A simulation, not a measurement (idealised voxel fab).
A process module follows: voxel self aligned contacts.
In the cross-section labelled cut, the width is 240 nm and each square cell is 5 nm.
Format of a cross-section: grid, square cells. Given as bands. Order: top down. Band: one or more rows of cells.
First you get the band's top height and its bottom height, in nm, and then the materials it's made of, left to right, with each width in nm. If you see a single material with "all across", that one covers the band edge to edge. "blank" is empty space.
Heights are measured from 0, the level below which the as-received wafer is all one material; the lowest band has no bottom and continues downward, written as in "0 down".
The width entry "30->40" should be interpreted row by row: the top row of cells in the band takes the first number, the bottom row takes the second number, and the change between adjacent rows is uniform throughout.
"no alteration" means the step left every cell of the cross-section as it was.
If an empty space has no open way to the top and is at least 8 cells in size, "Unvented cavities" lists it, written width x height at distance, where distance is measured from the left edge and every value is in nm.
On each step's line, the part that comes after the settings is the simulator's own comment on the step.
When a step includes a mask, the "overlay nm" setting on its line states how far to the right of its planned place that mask lay, and negative values state how far to the left.
Reading key. Pairs: pre-step and post-step cross-section, one process step apart; post-step view only to lowest changed band. Step between + settings: beneath pair. Runs: pairs may be from different runs of this module, same starting wafer. Continuation from pair above: only where "Before processing step" entry says.
**Before processing step**
  0 down: Si all across
  Unvented cavities: none
**Step Result**
  0 to -5: SiO2 all across
  Note: structure below -5 unchanged.
  Unvented cavities: none
Before/after cross-sections above; step in between: OXIDIZE [depth nm 5]
Before processing step: as in the pair right above, post-step view.
**Step Result**
  20 to 0: polySi all across
  Note: structure below 0 unchanged.
  Unvented cavities: none
Before/after cross-sections above; step in between: DIRECTIONAL_DEP [material polySi] [thk nm 20]
Before processing step: as in the pair right above, post-step view.
**Step Result**
  40 to 20: SiN all across
  Note: structure below 20 unchanged.
  Unvented cavities: none
Before/after cross-sections above; step in between: DIRECTIONAL_DEP [material SiN] [thk nm 20]
Before processing step: as in the pair right above, post-step view.
**Step Result**
  50 to 40: aC all across
  Note: structure below 40 unchanged.
  Unvented cavities: none
Before/after cross-sections above; step in between: DIRECTIONAL_DEP [material aC] [thk nm 10]
Before processing step: as in the pair right above, post-step view.
**Step Result**
  75 to 50: blank 65 / resist 35 / blank 40 / resist 35 / blank 65
  Note: structure below 50 unchanged.
  Unvented cavities: none
Before/after cross-sections above; step in between: PATTERN [tone cover] [mask id GATE] [material resist] [width nm 35] [pitch nm 75] [thk nm 25] [overlay nm 0]
Before processing step: as in the pair right above, post-step view.
**Step Result**
  65 to 50: blank 65 / resist 35 / blank 40 / resist 35 / blank 65
  50 to 40: blank 65 / aC 35 / blank 40 / aC 35 / blank 65
  Note: structure below 40 unchanged.
  Unvented cavities: none
Before/after cross-sections above; step in between: DIRECTIONAL_ETCH [etch materials aC] [depth nm 10]
Before processing step: as in the pair right above, post-step view.
**Step Result**
  50 to 40: blank 65 / aC 35 / blank 40 / aC 35 / blank 65
  Note: structure below 40 unchanged.
  Unvented cavities: none
Before/after cross-sections above; step in between: STRIP [etch materials resist]
Before processing step: as in the pair right above, post-step view.
**Step Result**
  50 to 40: blank 65 / aC 35 / blank 40 / aC 35 / blank 65
  40 to 20: blank 65 / SiN 35 / blank 40 / SiN 35 / blank 65
  Note: structure below 20 unchanged.
  Unvented cavities: none
Before/after cross-sections above; step in between: DIRECTIONAL_ETCH [etch materials SiN] [depth nm 20]
Before processing step: as in the pair right above, post-step view.
**Step Result**
  50 to 40: blank 65 / aC 35 / blank 40 / aC 35 / blank 65
  40 to 20: blank 65 / SiN 35 / blank 40 / SiN 35 / blank 65
  20 to 0: blank 65 / polySi 35 / blank 40 / polySi 35 / blank 65
  Note: structure below 0 unchanged.
  Unvented cavities: none
Before/after cross-sections above; step in between: DIRECTIONAL_ETCH [etch materials polySi] [depth nm 20]
Before processing step: as in the pair right above, post-step view.
**Step Result**
  40 to 20: blank 65 / SiN 35 / blank 40 / SiN 35 / blank 65
  Note: structure below 20 unchanged.
  Unvented cavities: none
Before/after cross-sections above; step in between: STRIP [etch materials aC]
Before processing step: as in the pair right above, post-step view.
**Step Result**
  50 to 20: blank 55 / SiN 55 / blank 20 / SiN 55 / blank 55
  20 to 10: blank 55 / SiN 10 / polySi 35 / SiN 10 / blank 20 / SiN 10 / polySi 35 / SiN 10 / blank 55
  10 to 0: SiN 65 / polySi 35 / SiN 40 / polySi 35 / SiN 65
  Note: structure below 0 unchanged.
  Unvented cavities: none
Before/after cross-sections above; step in between: CONFORMAL_DEP [material SiN] [thk nm 10]
Before processing step: as in the pair right above, post-step view.
**Step Result**
  40 to 20: blank 55 / SiN 55 / blank 20 / SiN 55 / blank 55
  20 to 0: blank 55 / SiN 10 / polySi 35 / SiN 10 / blank 20 / SiN 10 / polySi 35 / SiN 10 / blank 55
  Note: structure below 0 unchanged.
  Unvented cavities: none
Before/after cross-sections above; step in between: DIRECTIONAL_ETCH [etch materials SiN] [depth nm 10]
Before processing step: as in the pair right above, post-step view.
**Step Result**
  50 to 40: SiO2 all across
  40 to 20: SiO2 55 / SiN 55 / SiO2 20 / SiN 55 / SiO2 55
  20 to 0: SiO2 55 / SiN 10 / polySi 35 / SiN 10 / SiO2 20 / SiN 10 / polySi 35 / SiN 10 / SiO2 55
  Note: structure below 0 unchanged.
  Unvented cavities: none
Before/after cross-sections above; step in between: FILL_DEP [material SiO2] [thk nm 10]
Before processing step: as in the pair right above, post-step view.
**Step Result**
  45 to 40: SiO2 all across
  Note: structure below 40 unchanged.
  Unvented cavities: none
Before/after cross-sections above; step in between: CMP [height nm 45]
Before processing step: as in the pair right above, post-step view.
**Step Result**
  45 to 40: SiO2 90 / blank 60 / SiO2 90
  40 to 20: SiO2 55 / SiN 55 / blank 20 / SiN 55 / SiO2 55
  20 to 0: SiO2 55 / SiN 10 / polySi 35 / SiN 10 / blank 20 / SiN 10 / polySi 35 / SiN 10 / SiO2 55
  0 to -5: SiO2 110 / blank 20 / SiO2 110
  Note: structure below -5 unchanged.
  Unvented cavities: none
Before/after cross-sections above; step in between: MASKED_ETCH [tone open] [mask id CONTACT] [width nm 60] [etch materials SiO2] [depth nm 50] [overlay nm 0]
Before processing step: as in the pair right above, post-step view.
**Step Result**
  50 to 45: TiN 95 / blank 50 / TiN 95
  45 to 40: SiO2 90 / TiN 25 / blank 10 / TiN 25 / SiO2 90
  40 to 20: SiO2 55 / SiN 55 / TiN 5 / blank 10 / TiN 5 / SiN 55 / SiO2 55
  20 to 0: SiO2 55 / SiN 10 / polySi 35 / SiN 10 / TiN 5 / blank 10 / TiN 5 / SiN 10 / polySi 35 / SiN 10 / SiO2 55
  0 to -5: SiO2 110 / TiN 20 / SiO2 110
  Note: structure below -5 unchanged.
  Unvented cavities: none
Before/after cross-sections above; step in between: CONFORMAL_DEP [material TiN] [thk nm 5]
Before processing step: as in the pair right above, post-step view.
**Step Result**
  55 to 50: Ru all across
  50 to 45: TiN 95 / Ru 50 / TiN 95
  45 to 40: SiO2 90 / TiN 25 / Ru 10 / TiN 25 / SiO2 90
  40 to 20: SiO2 55 / SiN 55 / TiN 5 / Ru 10 / TiN 5 / SiN 55 / SiO2 55
  20 to 0: SiO2 55 / SiN 10 / polySi 35 / SiN 10 / TiN 5 / Ru 10 / TiN 5 / SiN 10 / polySi 35 / SiN 10 / SiO2 55
  Note: structure below 0 unchanged.
  Unvented cavities: none
Before/after cross-sections above; step in between: FILL_DEP [material Ru] [thk nm 5]
Before processing step: as in the pair right above, post-step view.
**Step Result**
  45 to 40: SiO2 90 / TiN 25 / Ru 10 / TiN 25 / SiO2 90
  Note: structure below 40 unchanged.
  Unvented cavities: none
Before/after cross-sections above; step in between: CMP [height nm 45]
Before processing step: as in the pair right above, post-step view.
**Step Result**
  50 to 45: SiCN all across
  Note: structure below 45 unchanged.
  Unvented cavities: none
Before/after cross-sections above; step in between: CONFORMAL_DEP [material SiCN] [thk nm 5]
**Before processing step**
  0 down: Si all across
  Unvented cavities: none
**Step Result**
  20 to 0: polySi all across
  Note: structure below 0 unchanged.
  Unvented cavities: none
Before/after cross-sections above; step in between: DIRECTIONAL_DEP [material polySi] [thk nm 20]
Before processing step: as in the pair right above, post-step view.
**Step Result**
  40 to 20: SiN all across
  Note: structure below 20 unchanged.
  Unvented cavities: none
Before/after cross-sections above; step in between: DIRECTIONAL_DEP [material SiN] [thk nm 20]
Before processing step: as in the pair right above, post-step view.
**Step Result**
  50 to 40: aC all across
  Note: structure below 40 unchanged.
  Unvented cavities: none
Before/after cross-sections above; step in between: DIRECTIONAL_DEP [material aC] [thk nm 10]
Before processing step: as in the pair right above, post-step view.
**Step Result**
  75 to 50: blank 65 / resist 35 / blank 40 / resist 35 / blank 65
  Note: structure below 50 unchanged.
  Unvented cavities: none
Before/after cross-sections above; step in between: PATTERN [tone cover] [mask id GATE] [material resist] [width nm 35] [pitch nm 75] [thk nm 25] [overlay nm 0]
Before processing step: as in the pair right above, post-step view.
**Step Result**
  65 to 50: blank 65 / resist 35 / blank 40 / resist 35 / blank 65
  50 to 40: blank 65 / aC 35 / blank 40 / aC 35 / blank 65
  Note: structure below 40 unchanged.
  Unvented cavities: none
Before/after cross-sections above; step in between: DIRECTIONAL_ETCH [etch materials aC] [depth nm 10]
Before processing step: as in the pair right above, post-step view.
**Step Result**
  50 to 40: blank 65 / aC 35 / blank 40 / aC 35 / blank 65
  Note: structure below 40 unchanged.
  Unvented cavities: none
Before/after cross-sections above; step in between: STRIP [etch materials resist]
Before processing step: as in the pair right above, post-step view.
**Step Result**
  50 to 40: blank 65 / aC 35 / blank 40 / aC 35 / blank 65
  40 to 20: blank 65 / SiN 35 / blank 40 / SiN 35 / blank 65
  Note: structure below 20 unchanged.
  Unvented cavities: none
Before/after cross-sections above; step in between: DIRECTIONAL_ETCH [etch materials SiN] [depth nm 20]
Before processing step: as in the pair right above, post-step view.
**Step Result**
  50 to 40: blank 65 / aC 35 / blank 40 / aC 35 / blank 65
  40 to 20: blank 65 / SiN 35 / blank 40 / SiN 35 / blank 65
  20 to 0: blank 65 / polySi 35 / blank 40 / polySi 35 / blank 65
  Note: structure below 0 unchanged.
  Unvented cavities: none
Before/after cross-sections above; step in between: DIRECTIONAL_ETCH [etch materials polySi] [depth nm 20]
Before processing step: as in the pair right above, post-step view.
**Step Result**
  40 to 20: blank 65 / SiN 35 / blank 40 / SiN 35 / blank 65
  Note: structure below 20 unchanged.
  Unvented cavities: none
Before/after cross-sections above; step in between: STRIP [etch materials aC]
Before processing step: as in the pair right above, post-step view.
**Step Result**
  50 to 20: blank 55 / SiN 55 / blank 20 / SiN 55 / blank 55
  20 to 10: blank 55 / SiN 10 / polySi 35 / SiN 10 / blank 20 / SiN 10 / polySi 35 / SiN 10 / blank 55
  10 to 0: SiN 65 / polySi 35 / SiN 40 / polySi 35 / SiN 65
  Note: structure below 0 unchanged.
  Unvented cavities: none
Before/after cross-sections above; step in between: CONFORMAL_DEP [material SiN] [thk nm 10]
Before processing step: as in the pair right above, post-step view.
**Step Result**
  40 to 20: blank 55 / SiN 55 / blank 20 / SiN 55 / blank 55
  20 to 0: blank 55 / SiN 10 / polySi 35 / SiN 10 / blank 20 / SiN 10 / polySi 35 / SiN 10 / blank 55
  Note: structure below 0 unchanged.
  Unvented cavities: none
Before/after cross-sections above; step in between: DIRECTIONAL_ETCH [etch materials SiN] [depth nm 10]
Before processing step: as in the pair right above, post-step view.
**Step Result**
  50 to 40: SiO2 all across
  40 to 20: SiO2 55 / SiN 55 / SiO2 20 / SiN 55 / SiO2 55
  20 to 0: SiO2 55 / SiN 10 / polySi 35 / SiN 10 / SiO2 20 / SiN 10 / polySi 35 / SiN 10 / SiO2 55
  Note: structure below 0 unchanged.
  Unvented cavities: none
Before/after cross-sections above; step in between: FILL_DEP [material SiO2] [thk nm 10]
Before processing step: as in the pair right above, post-step view.
**Step Result**
  45 to 40: SiO2 all across
  Note: structure below 40 unchanged.
  Unvented cavities: none
Before/after cross-sections above; step in between: CMP [height nm 45]
Before processing step: as in the pair right above, post-step view.
**Step Result**
  45 to 40: SiO2 90 / blank 60 / SiO2 90
  40 to 20: SiO2 55 / SiN 55 / blank 20 / SiN 55 / SiO2 55
  20 to 0: SiO2 55 / SiN 10 / polySi 35 / SiN 10 / blank 20 / SiN 10 / polySi 35 / SiN 10 / SiO2 55
  Note: structure below 0 unchanged.
  Unvented cavities: none
Before/after cross-sections above; step in between: MASKED_ETCH [tone open] [mask id CONTACT] [width nm 60] [etch materials SiO2] [depth nm 50] [overlay nm 0]
Before processing step: as in the pair right above, post-step view.
**Step Result**
  50 to 45: TiN 95 / blank 50 / TiN 95
  45 to 40: SiO2 90 / TiN 25 / blank 10 / TiN 25 / SiO2 90
  40 to 20: SiO2 55 / SiN 55 / TiN 5 / blank 10 / TiN 5 / SiN 55 / SiO2 55
  20 to 5: SiO2 55 / SiN 10 / polySi 35 / SiN 10 / TiN 5 / blank 10 / TiN 5 / SiN 10 / polySi 35 / SiN 10 / SiO2 55
  5 to 0: SiO2 55 / SiN 10 / polySi 35 / SiN 10 / TiN 20 / SiN 10 / polySi 35 / SiN 10 / SiO2 55
  Note: structure below 0 unchanged.
  Unvented cavities: none
Before/after cross-sections above; step in between: CONFORMAL_DEP [material TiN] [thk nm 5]
Before processing step: as in the pair right above, post-step view.
**Step Result**
  55 to 50: Ru all across
  50 to 45: TiN 95 / Ru 50 / TiN 95
  45 to 40: SiO2 90 / TiN 25 / Ru 10 / TiN 25 / SiO2 90
  40 to 20: SiO2 55 / SiN 55 / TiN 5 / Ru 10 / TiN 5 / SiN 55 / SiO2 55
  20 to 5: SiO2 55 / SiN 10 / polySi 35 / SiN 10 / TiN 5 / Ru 10 / TiN 5 / SiN 10 / polySi 35 / SiN 10 / SiO2 55
  Note: structure below 5 unchanged.
  Unvented cavities: none
Before/after cross-sections above; step in between: FILL_DEP [material Ru] [thk nm 5]
Before processing step: as in the pair right above, post-step view.
**Step Result**
  45 to 40: SiO2 90 / TiN 25 / Ru 10 / TiN 25 / SiO2 90
  Note: structure below 40 unchanged.
  Unvented cavities: none
Before/after cross-sections above; step in between: CMP [height nm 45]
Before processing step: as in the pair right above, post-step view.
**Step Result**
  50 to 45: SiCN all across
  Note: structure below 45 unchanged.
  Unvented cavities: none
Before/after cross-sections above; step in between: CONFORMAL_DEP [material SiCN] [thk nm 5]
**Before processing step**
  20 to 0: polySi all across
  0 to -5: SiO2 all across
  -5 down: Si all across
  Unvented cavities: none
**Step Result**
  40 to 0: polySi all across
  Note: structure below 0 unchanged.
  Unvented cavities: none
Before/after cross-sections above; step in between: DIRECTIONAL_DEP [material polySi] [thk nm 20]
Before processing step: as in the pair right above, post-step view.
**Step Result**
  60 to 40: SiN all across
  Note: structure below 40 unchanged.
  Unvented cavities: none
Before/after cross-sections above; step in between: DIRECTIONAL_DEP [material SiN] [thk nm 20]
Before processing step: as in the pair right above, post-step view.
**Step Result**
  70 to 60: aC all across
  Note: structure below 60 unchanged.
  Unvented cavities: none
Before/after cross-sections above; step in between: DIRECTIONAL_DEP [material aC] [thk nm 10]
Before processing step: as in the pair right above, post-step view.
**Step Result**
  95 to 70: blank 65 / resist 35 / blank 40 / resist 35 / blank 65
  Note: structure below 70 unchanged.
  Unvented cavities: none
Before/after cross-sections above; step in between: PATTERN [tone cover] [mask id GATE] [material resist] [width nm 35] [pitch nm 75] [thk nm 25] [overlay nm 0]
Before processing step: as in the pair right above, post-step view.
**Step Result**
  85 to 70: blank 65 / resist 35 / blank 40 / resist 35 / blank 65
  70 to 60: blank 65 / aC 35 / blank 40 / aC 35 / blank 65
  Note: structure below 60 unchanged.
  Unvented cavities: none
Before/after cross-sections above; step in between: DIRECTIONAL_ETCH [etch materials aC] [depth nm 10]
Before processing step: as in the pair right above, post-step view.
**Step Result**
  70 to 60: blank 65 / aC 35 / blank 40 / aC 35 / blank 65
  Note: structure below 60 unchanged.
  Unvented cavities: none
Before/after cross-sections above; step in between: STRIP [etch materials resist]
Before processing step: as in the pair right above, post-step view.
**Step Result**
  70 to 60: blank 65 / aC 35 / blank 40 / aC 35 / blank 65
  60 to 40: blank 65 / SiN 35 / blank 40 / SiN 35 / blank 65
  Note: structure below 40 unchanged.
  Unvented cavities: none
Before/after cross-sections above; step in between: DIRECTIONAL_ETCH [etch materials SiN] [depth nm 20]
Before processing step: as in the pair right above, post-step view.
**Step Result**
  70 to 60: blank 65 / aC 35 / blank 40 / aC 35 / blank 65
  60 to 40: blank 65 / SiN 35 / blank 40 / SiN 35 / blank 65
  40 to 20: blank 65 / polySi 35 / blank 40 / polySi 35 / blank 65
  Note: structure below 20 unchanged.
  Unvented cavities: none
Before/after cross-sections above; step in between: DIRECTIONAL_ETCH [etch materials polySi] [depth nm 20]
Before processing step: as in the pair right above, post-step view.
**Step Result**
  60 to 40: blank 65 / SiN 35 / blank 40 / SiN 35 / blank 65
  Note: structure below 40 unchanged.
  Unvented cavities: none
Before/after cross-sections above; step in between: STRIP [etch materials aC]
Before processing step: as in the pair right above, post-step view.
**Step Result**
  70 to 40: blank 55 / SiN 55 / blank 20 / SiN 55 / blank 55
  40 to 30: blank 55 / SiN 10 / polySi 35 / SiN 10 / blank 20 / SiN 10 / polySi 35 / SiN 10 / blank 55
  30 to 20: SiN 65 / polySi 35 / SiN 40 / polySi 35 / SiN 65
  Note: structure below 20 unchanged.
  Unvented cavities: none
Before/after cross-sections above; step in between: CONFORMAL_DEP [material SiN] [thk nm 10]
Before processing step: as in the pair right above, post-step view.
**Step Result**
  60 to 40: blank 55 / SiN 55 / blank 20 / SiN 55 / blank 55
  40 to 20: blank 55 / SiN 10 / polySi 35 / SiN 10 / blank 20 / SiN 10 / polySi 35 / SiN 10 / blank 55
  Note: structure below 20 unchanged.
  Unvented cavities: none
Before/after cross-sections above; step in between: DIRECTIONAL_ETCH [etch materials SiN] [depth nm 10]
Before processing step: as in the pair right above, post-step view.
**Step Result**
  70 to 60: SiO2 all across
  60 to 40: SiO2 55 / SiN 55 / SiO2 20 / SiN 55 / SiO2 55
  40 to 20: SiO2 55 / SiN 10 / polySi 35 / SiN 10 / SiO2 20 / SiN 10 / polySi 35 / SiN 10 / SiO2 55
  Note: structure below 20 unchanged.
  Unvented cavities: none
Before/after cross-sections above; step in between: FILL_DEP [material SiO2] [thk nm 10]
Before processing step: as in the pair right above, post-step view.
**Step Result**
  45 to 40: SiO2 55 / SiN 55 / SiO2 20 / SiN 55 / SiO2 55
  Note: structure below 40 unchanged.
  Unvented cavities: none
Before/after cross-sections above; step in between: CMP [height nm 45]
Before processing step: as in the pair right above, post-step view.
**Step Result**
  45 to 40: SiO2 55 / SiN 55 / blank 20 / SiN 55 / SiO2 55
  40 to 20: SiO2 55 / SiN 10 / polySi 35 / SiN 10 / blank 20 / SiN 10 / polySi 35 / SiN 10 / SiO2 55
  Note: structure below 20 unchanged.
  Unvented cavities: none
Before/after cross-sections above; step in between: MASKED_ETCH [tone open] [mask id CONTACT] [width nm 60] [etch materials SiO2] [depth nm 50] [overlay nm 0]
Before processing step: as in the pair right above, post-step view.
**Step Result**
  50 to 45: TiN 115 / blank 10 / TiN 115
  45 to 40: SiO2 55 / SiN 55 / TiN 5 / blank 10 / TiN 5 / SiN 55 / SiO2 55
  40 to 25: SiO2 55 / SiN 10 / polySi 35 / SiN 10 / TiN 5 / blank 10 / TiN 5 / SiN 10 / polySi 35 / SiN 10 / SiO2 55
  25 to 20: SiO2 55 / SiN 10 / polySi 35 / SiN 10 / TiN 20 / SiN 10 / polySi 35 / SiN 10 / SiO2 55
  Note: structure below 20 unchanged.
  Unvented cavities: none
Before/after cross-sections above; step in between: CONFORMAL_DEP [material TiN] [thk nm 5]
Before processing step: as in the pair right above, post-step view.
**Step Result**
  55 to 50: Ru all across
  50 to 45: TiN 115 / Ru 10 / TiN 115
  45 to 40: SiO2 55 / SiN 55 / TiN 5 / Ru 10 / TiN 5 / SiN 55 / SiO2 55
  40 to 25: SiO2 55 / SiN 10 / polySi 35 / SiN 10 / TiN 5 / Ru 10 / TiN 5 / SiN 10 / polySi 35 / SiN 10 / SiO2 55
  Note: structure below 25 unchanged.
  Unvented cavities: none
Before/after cross-sections above; step in between: FILL_DEP [material Ru] [thk nm 5]
Before processing step: as in the pair right above, post-step view.
**Step Result**
  45 to 40: SiO2 55 / SiN 55 / TiN 5 / Ru 10 / TiN 5 / SiN 55 / SiO2 55
  Note: structure below 40 unchanged.
  Unvented cavities: none
Before/after cross-sections above; step in between: CMP [height nm 45]
Before processing step: as in the pair right above, post-step view.
**Step Result**
  50 to 45: SiCN all across
  Note: structure below 45 unchanged.
  Unvented cavities: none
Before/after cross-sections above; step in between: CONFORMAL_DEP [material SiCN] [thk nm 5]
**Before processing step**
  0 to -5: SiO2 all across
  -5 down: Si all across
  Unvented cavities: none
**Step Result**
  20 to 0: SiN all across
  Note: structure below 0 unchanged.
  Unvented cavities: none
Before/after cross-sections above; step in between: DIRECTIONAL_DEP [material SiN] [thk nm 20]
Before processing step: as in the pair right above, post-step view.
**Step Result**
  40 to 20: polySi all across
  Note: structure below 20 unchanged.
  Unvented cavities: none
Before/after cross-sections above; step in between: DIRECTIONAL_DEP [material polySi] [thk nm 20]
Before processing step: as in the pair right above, post-step view.
**Step Result**
  50 to 40: aC all across
  Note: structure below 40 unchanged.
  Unvented cavities: none
Before/after cross-sections above; step in between: DIRECTIONAL_DEP [material aC] [thk nm 10]
Before processing step: as in the pair right above, post-step view.
**Step Result**
  75 to 50: blank 65 / resist 35 / blank 40 / resist 35 / blank 65
  Note: structure below 50 unchanged.
  Unvented cavities: none
Before/after cross-sections above; step in between: PATTERN [tone cover] [mask id GATE] [material resist] [width nm 35] [pitch nm 75] [thk nm 25] [overlay nm 0]
Before processing step: as in the pair right above, post-step view.
**Step Result**
  65 to 50: blank 65 / resist 35 / blank 40 / resist 35 / blank 65
  50 to 40: blank 65 / aC 35 / blank 40 / aC 35 / blank 65
  Note: structure below 40 unchanged.
  Unvented cavities: none
Before/after cross-sections above; step in between: DIRECTIONAL_ETCH [etch materials aC] [depth nm 10]
Before processing step: as in the pair right above, post-step view.
**Step Result**
  50 to 40: blank 65 / aC 35 / blank 40 / aC 35 / blank 65
  Note: structure below 40 unchanged.
  Unvented cavities: none
Before/after cross-sections above; step in between: STRIP [etch materials resist]
Before processing step: as in the pair right above, post-step view.
**Step Result**
  50 to 40: blank 65 / aC 35 / blank 40 / aC 35 / blank 65
  40 to 20: blank 65 / polySi 35 / blank 40 / polySi 35 / blank 65
  Note: structure below 20 unchanged.
  Unvented cavities: none
Before/after cross-sections above; step in between: DIRECTIONAL_ETCH [etch materials polySi] [depth nm 20]
Before processing step: as in the pair right above, post-step view.
**Step Result**
  40 to 20: blank 65 / polySi 35 / blank 40 / polySi 35 / blank 65
  Note: structure below 20 unchanged.
  Unvented cavities: none
Before/after cross-sections above; step in between: STRIP [etch materials aC]
Before processing step: as in the pair right above, post-step view.
**Step Result**
  50 to 40: blank 55 / SiN 55 / blank 20 / SiN 55 / blank 55
  40 to 30: blank 55 / SiN 10 / polySi 35 / SiN 10 / blank 20 / SiN 10 / polySi 35 / SiN 10 / blank 55
  30 to 20: SiN 65 / polySi 35 / SiN 40 / polySi 35 / SiN 65
  Note: structure below 20 unchanged.
  Unvented cavities: none
Before/after cross-sections above; step in between: CONFORMAL_DEP [material SiN] [thk nm 10]
Before processing step: as in the pair right above, post-step view.
**Step Result**
  40 to 20: blank 55 / SiN 10 / polySi 35 / SiN 10 / blank 20 / SiN 10 / polySi 35 / SiN 10 / blank 55
  Note: structure below 20 unchanged.
  Unvented cavities: none
Before/after cross-sections above; step in between: DIRECTIONAL_ETCH [etch materials SiN] [depth nm 10]
Before processing step: as in the pair right above, post-step view.
**Step Result**
  50 to 40: SiO2 all across
  40 to 20: SiO2 55 / SiN 10 / polySi 35 / SiN 10 / SiO2 20 / SiN 10 / polySi 35 / SiN 10 / SiO2 55
  Note: structure below 20 unchanged.
  Unvented cavities: none
Before/after cross-sections above; step in between: FILL_DEP [material SiO2] [thk nm 10]
Before processing step: as in the pair right above, post-step view.
**Step Result**
  45 to 40: SiO2 all across
  Note: structure below 40 unchanged.
  Unvented cavities: none
Before/after cross-sections above; step in between: CMP [height nm 45]
Before processing step: as in the pair right above, post-step view.
**Step Result**
  45 to 40: SiO2 90 / blank 60 / SiO2 90
  40 to 20: SiO2 55 / SiN 10 / polySi 35 / SiN 10 / blank 20 / SiN 10 / polySi 35 / SiN 10 / SiO2 55
  Note: structure below 20 unchanged.
  Unvented cavities: none
Before/after cross-sections above; step in between: MASKED_ETCH [tone open] [mask id CONTACT] [width nm 60] [etch materials SiO2] [depth nm 50] [overlay nm 0]
Before processing step: as in the pair right above, post-step view.
**Step Result**
  50 to 45: TiN 95 / blank 50 / TiN 95
  45 to 40: SiO2 90 / TiN 25 / blank 10 / TiN 25 / SiO2 90
  40 to 25: SiO2 55 / SiN 10 / polySi 35 / SiN 10 / TiN 5 / blank 10 / TiN 5 / SiN 10 / polySi 35 / SiN 10 / SiO2 55
  25 to 20: SiO2 55 / SiN 10 / polySi 35 / SiN 10 / TiN 20 / SiN 10 / polySi 35 / SiN 10 / SiO2 55
  Note: structure below 20 unchanged.
  Unvented cavities: none
Before/after cross-sections above; step in between: CONFORMAL_DEP [material TiN] [thk nm 5]
Before processing step: as in the pair right above, post-step view.
**Step Result**
  55 to 50: Ru all across
  50 to 45: TiN 95 / Ru 50 / TiN 95
  45 to 40: SiO2 90 / TiN 25 / Ru 10 / TiN 25 / SiO2 90
  40 to 25: SiO2 55 / SiN 10 / polySi 35 / SiN 10 / TiN 5 / Ru 10 / TiN 5 / SiN 10 / polySi 35 / SiN 10 / SiO2 55
  Note: structure below 25 unchanged.
  Unvented cavities: none
Before/after cross-sections above; step in between: FILL_DEP [material Ru] [thk nm 5]
Before processing step: as in the pair right above, post-step view.
**Step Result**
  45 to 40: SiO2 90 / TiN 25 / Ru 10 / TiN 25 / SiO2 90
  Note: structure below 40 unchanged.
  Unvented cavities: none
Before/after cross-sections above; step in between: CMP [height nm 45]
Before processing step: as in the pair right above, post-step view.
**Step Result**
  50 to 45: SiCN all across
  Note: structure below 45 unchanged.
  Unvented cavities: none
Before/after cross-sections above; step in between: CONFORMAL_DEP [material SiCN] [thk nm 5]
**Before processing step**
  50 to 40: blank 65 / aC 35 / blank 40 / aC 35 / blank 65
  40 to 20: blank 65 / SiN 35 / blank 40 / SiN 35 / blank 65
  20 to 0: polySi all across
  0 to -5: SiO2 all across
  -5 down: Si all across
  Unvented cavities: none
**Step Result**
  50 to 40: blank 65 / aC 35 / blank 40 / aC 35 / blank 65
  40 to 20: blank 65 / SiN 35 / blank 40 / SiN 35 / blank 65
  20 to 10: blank 65 / polySi 35 / blank 40 / polySi 35 / blank 65
  Note: structure below 10 unchanged.
  Unvented cavities: none
Before/after cross-sections above; step in between: DIRECTIONAL_ETCH [etch materials polySi] [depth nm 10]
Before processing step: as in the pair right above, post-step view.
**Step Result**
  40 to 20: blank 65 / SiN 35 / blank 40 / SiN 35 / blank 65
  Note: structure below 20 unchanged.
  Unvented cavities: none
Before/after cross-sections above; step in between: STRIP [etch materials aC]
Before processing step: as in the pair right above, post-step view.
**Step Result**
  50 to 20: blank 55 / SiN 55 / blank 20 / SiN 55 / blank 55
  20 to 10: SiN 65 / polySi 35 / SiN 40 / polySi 35 / SiN 65
  Note: structure below 10 unchanged.
  Unvented cavities: none
Before/after cross-sections above; step in between: CONFORMAL_DEP [material SiN] [thk nm 10]
Before processing step: as in the pair right above, post-step view.
**Step Result**
  40 to 20: blank 55 / SiN 55 / blank 20 / SiN 55 / blank 55
  20 to 10: blank 55 / SiN 10 / polySi 35 / SiN 10 / blank 20 / SiN 10 / polySi 35 / SiN 10 / blank 55
  Note: structure below 10 unchanged.
  Unvented cavities: none
Before/after cross-sections above; step in between: DIRECTIONAL_ETCH [etch materials SiN] [depth nm 10]
Before processing step: as in the pair right above, post-step view.
**Step Result**
  50 to 40: SiO2 all across
  40 to 20: SiO2 55 / SiN 55 / SiO2 20 / SiN 55 / SiO2 55
  20 to 10: SiO2 55 / SiN 10 / polySi 35 / SiN 10 / SiO2 20 / SiN 10 / polySi 35 / SiN 10 / SiO2 55
  Note: structure below 10 unchanged.
  Unvented cavities: none
Before/after cross-sections above; step in between: FILL_DEP [material SiO2] [thk nm 10]
Before processing step: as in the pair right above, post-step view.
**Step Result**
  45 to 40: SiO2 all across
  Note: structure below 40 unchanged.
  Unvented cavities: none
Before/after cross-sections above; step in between: CMP [height nm 45]
Before processing step: as in the pair right above, post-step view.
**Step Result**
  45 to 40: SiO2 90 / blank 60 / SiO2 90
  40 to 20: SiO2 55 / SiN 55 / blank 20 / SiN 55 / SiO2 55
  20 to 10: SiO2 55 / SiN 10 / polySi 35 / SiN 10 / blank 20 / SiN 10 / polySi 35 / SiN 10 / SiO2 55
  Note: structure below 10 unchanged.
  Unvented cavities: none
Before/after cross-sections above; step in between: MASKED_ETCH [tone open] [mask id CONTACT] [width nm 60] [etch materials SiO2] [depth nm 50] [overlay nm 0]
Before processing step: as in the pair right above, post-step view.
**Step Result**
  50 to 45: TiN 95 / blank 50 / TiN 95
  45 to 40: SiO2 90 / TiN 25 / blank 10 / TiN 25 / SiO2 90
  40 to 20: SiO2 55 / SiN 55 / TiN 5 / blank 10 / TiN 5 / SiN 55 / SiO2 55
  20 to 15: SiO2 55 / SiN 10 / polySi 35 / SiN 10 / TiN 5 / blank 10 / TiN 5 / SiN 10 / polySi 35 / SiN 10 / SiO2 55
  15 to 10: SiO2 55 / SiN 10 / polySi 35 / SiN 10 / TiN 20 / SiN 10 / polySi 35 / SiN 10 / SiO2 55
  Note: structure below 10 unchanged.
  Unvented cavities: none
Before/after cross-sections above; step in between: CONFORMAL_DEP [material TiN] [thk nm 5]
Before processing step: as in the pair right above, post-step view.
**Step Result**
  55 to 50: Ru all across
  50 to 45: TiN 95 / Ru 50 / TiN 95
  45 to 40: SiO2 90 / TiN 25 / Ru 10 / TiN 25 / SiO2 90
  40 to 20: SiO2 55 / SiN 55 / TiN 5 / Ru 10 / TiN 5 / SiN 55 / SiO2 55
  20 to 15: SiO2 55 / SiN 10 / polySi 35 / SiN 10 / TiN 5 / Ru 10 / TiN 5 / SiN 10 / polySi 35 / SiN 10 / SiO2 55
  Note: structure below 15 unchanged.
  Unvented cavities: none
Before/after cross-sections above; step in between: FILL_DEP [material Ru] [thk nm 5]
